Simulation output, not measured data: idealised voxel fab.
process module | voxel transistor to metal
cross-section cut | 200 nm wide | cells 5 nm
A cross-section is a grid of square cells, given in bands from the top down. A band is one or more rows of cells.
Each band's line starts with the height of the band's top and of its bottom, in nm. Then come its materials from left to right, each with its width in nm. One material with "throughout" fills the band from edge to edge. "air" is empty space.
Height 0 is the level under which the wafer as received is all one material. The lowest band goes on downwards, as in "0 down".
A width such as "30 to 40" changes by the same amount from each row of cells to the next, from the band's top row to its bottom row.
"no change" after a step means that no cell of the cross-section changed.
closed voids: empty space of 8 cells or more with no open way to the top, each as width x height at its distance from the left edge, in nm
after a step's settings: what the simulator itself notes on the step
overlay nm, on a step with a mask: how far to the right of its planned place the mask lay; to the left if negative
plan
1 op RECEIVE | material Si
2 op CONFORMAL_DEP | material SiO2 | thk nm 5
3 op CONFORMAL_DEP | material SiN | thk nm 15
4 op MASKED_ETCH | tone cover | mask id ACTIVE | width nm 110 | etch materials SiN | depth nm 15 | overlay nm 0
5 op MASKED_ETCH | tone cover | mask id ACTIVE | width nm 110 | etch materials SiO2 | depth nm 5 | overlay nm 0
6 op MASKED_ETCH | tone cover | mask id ACTIVE | width nm 110 | etch materials Si | depth nm 30 | overlay nm 0
7 op FILL_DEP | material SiO2 | thk nm 15
8 op CMP | height nm 20
9 op SELECTIVE_ETCH | etch materials SiO2 | depth nm 5
10 op STRIP | etch materials SiN
11 op SELECTIVE_ETCH | etch materials SiO2 | depth nm 5
12 op OXIDIZE | depth nm 5
13 op DIRECTIONAL_DEP | material polySi | thk nm 20
14 op DIRECTIONAL_DEP | material SiCN | thk nm 10
15 op PATTERN | tone cover | mask id GATE | material resist | width nm 20 | thk nm 20 | overlay nm 0
16 op DIRECTIONAL_ETCH | etch materials SiCN | depth nm 20
17 op DIRECTIONAL_ETCH | etch materials polySi | depth nm 30
18 op STRIP | etch materials resist
19 op CONFORMAL_DEP | material SiN | thk nm 5
20 op DIRECTIONAL_ETCH | etch materials SiN | depth nm 5
21 op DIRECTIONAL_ETCH | etch materials SiO2 | depth nm 5
22 op DIRECTIONAL_ETCH | etch materials Si | depth nm 10
23 op EPI | material SiGe | thk nm 10
24 op FILL_DEP | material SiO2 | thk nm 10
25 op CMP | height nm 30
26 op DIRECTIONAL_DEP | material SiO2 | thk nm 10
27 op MASKED_ETCH | tone open | mask id CONTACT | width nm 15 | pitch nm 75 | etch materials SiO2 | depth nm 45 | overlay nm 0
28 op CONFORMAL_DEP | material TiN | thk nm 5
29 op FILL_DEP | material W | thk nm 10
30 op CMP | height nm 40
31 op CONFORMAL_DEP | material SiCN | thk nm 5
32 op DIRECTIONAL_DEP | material lowk | thk nm 20
33 op MASKED_ETCH | tone open | mask id METAL_1 | width nm 15 | pitch nm 75 | etch materials lowk | depth nm 20 | overlay nm 0
34 op MASKED_ETCH | tone open | mask id METAL_1 | width nm 15 | pitch nm 75 | etch materials SiCN | depth nm 5 | overlay nm 0
35 op CONFORMAL_DEP | material TiN | thk nm 5
36 op FILL_DEP | material Cu | thk nm 5
37 op CMP | height nm 65
38 op EPI | material Ru | thk nm 5
39 op FILL_DEP | material SiCN | thk nm 5
as received, after step 1
  0 down: Si throughout
  closed voids: none
first wafer at the end, as planned
  75 to 70: SiCN throughout
  70 to 65: SiCN 50 | Ru 25 | SiCN 50 | Ru 25 | SiCN 50
  65 to 45: lowk 55 | TiN 5 | Cu 5 | TiN 5 | lowk 60 | TiN 5 | Cu 5 | TiN 5 | lowk 55
  45 to 40: SiCN 55 | TiN 15 | SiCN 60 | TiN 15 | SiCN 55
  40 to 30: SiO2 55 | TiN 5 | W 5 | TiN 5 | SiO2 60 | TiN 5 | W 5 | TiN 5 | SiO2 55
  30 to 20: SiO2 55 | TiN 5 | W 5 | TiN 5 | SiO2 15 | SiN 5 | SiCN 20 | SiN 5 | SiO2 15 | TiN 5 | W 5 | TiN 5 | SiO2 55
  20 to 10: SiO2 55 | TiN 5 | W 5 | TiN 5 | SiO2 15 | SiN 5 | polySi 20 | SiN 5 | SiO2 15 | TiN 5 | W 5 | TiN 5 | SiO2 55
  10 to 5: SiO2 40 | SiN 5 | SiO2 10 | TiN 5 | W 5 | TiN 5 | SiO2 15 | SiN 5 | polySi 20 | SiN 5 | SiO2 15 | TiN 5 | W 5 | TiN 5 | SiO2 10 | SiN 5 | SiO2 40
  5 to 0: SiO2 40 | SiN 5 | SiO2 10 | TiN 5 | W 5 | TiN 5 | SiO2 5 | SiGe 10 | SiN 5 | polySi 20 | SiN 5 | SiGe 10 | SiO2 5 | TiN 5 | W 5 | TiN 5 | SiO2 10 | SiN 5 | SiO2 40
  0 to -5: SiO2 55 | TiN 15 | SiO2 5 | SiGe 10 | SiO2 30 | SiGe 10 | SiO2 5 | TiN 15 | SiO2 55
  -5 to -15: SiO2 45 | SiGe 40 | Si 30 | SiGe 40 | SiO2 45
  -15 to -30: SiO2 45 | Si 110 | SiO2 45
  -30 down: Si throughout
  closed voids: none
second wafer at the end: like start, like plan, one mistake
  75 to 70: SiCN throughout
  70 to 65: SiCN 50 | Ru 25 | SiCN 50 | Ru 25 | SiCN 50
  65 to 45: lowk 55 | TiN 5 | Cu 5 | TiN 5 | lowk 60 | TiN 5 | Cu 5 | TiN 5 | lowk 55
  45 to 40: SiCN 55 | TiN 15 | SiCN 60 | TiN 15 | SiCN 55
  40 to 30: SiO2 55 | TiN 5 | W 5 | TiN 5 | SiO2 60 | TiN 5 | W 5 | TiN 5 | SiO2 55
  30 to 20: SiO2 55 | TiN 5 | W 5 | TiN 5 | SiO2 15 | SiN 5 | SiCN 20 | SiN 5 | SiO2 15 | TiN 5 | W 5 | TiN 5 | SiO2 55
  20 to 10: SiO2 55 | TiN 5 | W 5 | TiN 5 | SiO2 15 | SiN 5 | polySi 20 | SiN 5 | SiO2 15 | TiN 5 | W 5 | TiN 5 | SiO2 55
  10 to 5: SiO2 40 | SiN 5 | SiO2 10 | TiN 5 | W 5 | TiN 5 | SiO2 15 | SiN 5 | polySi 20 | SiN 5 | SiO2 15 | TiN 5 | W 5 | TiN 5 | SiO2 10 | SiN 5 | SiO2 40
  5 to 0: SiO2 40 | SiN 5 | SiO2 10 | TiN 15 | SiO2 5 | SiGe 10 | SiN 5 | polySi 20 | SiN 5 | SiGe 10 | SiO2 5 | TiN 15 | SiO2 10 | SiN 5 | SiO2 40
  0 to -5: SiO2 40 | SiN 5 | SiGe 15 | TiN 10 | SiO2 5 | SiGe 10 | SiO2 30 | SiGe 10 | SiO2 5 | TiN 10 | SiGe 15 | SiN 5 | SiO2 40
  -5 to -10: SiO2 50 | SiGe 35 | Si 30 | SiGe 35 | SiO2 50
  -10 to -15: SiO2 45 | Si 5 | SiGe 35 | Si 30 | SiGe 35 | Si 5 | SiO2 45
  -15 to -30: SiO2 45 | Si 110 | SiO2 45
  -30 down: Si throughout
  closed voids: none
what went wrong: step 2 was left out
at the end the second wafer has, in cells: 2 more of Si | 2 more of SiGe | 2 more of SiN | 4 fewer of SiO2 | 2 fewer of W
